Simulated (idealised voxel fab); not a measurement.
process module | voxel spacer lines
cross-section cut | 280 nm wide | cells 5 nm
A cross-section is a grid of square cells, given in bands from the top down. A band is one or more rows of cells.
Each band's line starts with the height of the band's top and of its bottom, in nm. Then come its materials from left to right, each with its width in nm. One material with "throughout" fills the band from edge to edge. "air" is empty space.
Height 0 is the level under which the wafer as received is all one material. The lowest band goes on downwards, as in "0 down".
A width such as "30 to 40" changes by the same amount from each row of cells to the next, from the band's top row to its bottom row.
"no change" after a step means that no cell of the cross-section changed.
closed voids: empty space of 8 cells or more with no open way to the top, each as width x height at its distance from the left edge, in nm
after a step's settings: what the simulator itself notes on the step
overlay nm, on a step with a mask: how far to the right of its planned place the mask lay; to the left if negative
plan
1 op RECEIVE | material Si
2 op CONFORMAL_DEP | material Al2O3 | thk nm 10
3 op DIRECTIONAL_DEP | material polySi | thk nm 10
4 op DIRECTIONAL_DEP | material aC | thk nm 30
5 op PATTERN | tone cover | mask id MANDREL | material resist | width nm 15 | pitch nm 60 | thk nm 40 | overlay nm 0
6 op DIRECTIONAL_ETCH | etch materials aC | depth nm 30
7 op STRIP | etch materials resist
8 op CONFORMAL_DEP | material SiN | thk nm 15
9 op DIRECTIONAL_ETCH | etch materials SiN | depth nm 15
10 op STRIP | etch materials aC
11 op DIRECTIONAL_ETCH | etch materials polySi | depth nm 10
12 op STRIP | etch materials SiN
as received, after step 1
  0 down: Si throughout
  closed voids: none
first wafer at the end, as planned
  20 to 10: air 85 | polySi 15 | air 15 | polySi 15 | air 15 | polySi 15 | air 15 | polySi 15 | air 90
  10 to 0: Al2O3 throughout
  0 down: Si throughout
  closed voids: none
second wafer at the end: like start, like plan, one mistake
  20 to 10: air 90 | polySi 15 | air 15 | polySi 15 | air 15 | polySi 15 | air 15 | polySi 15 | air 85
  10 to 0: Al2O3 throughout
  0 down: Si throughout
  closed voids: none
what went wrong: step 5 ran as: op PATTERN | tone cover | mask id MANDREL | material resist | width nm 15 | pitch nm 60 | thk nm 40 | overlay nm 5
at the end the second wafer has, in cells: as many of each material as the first, in other places
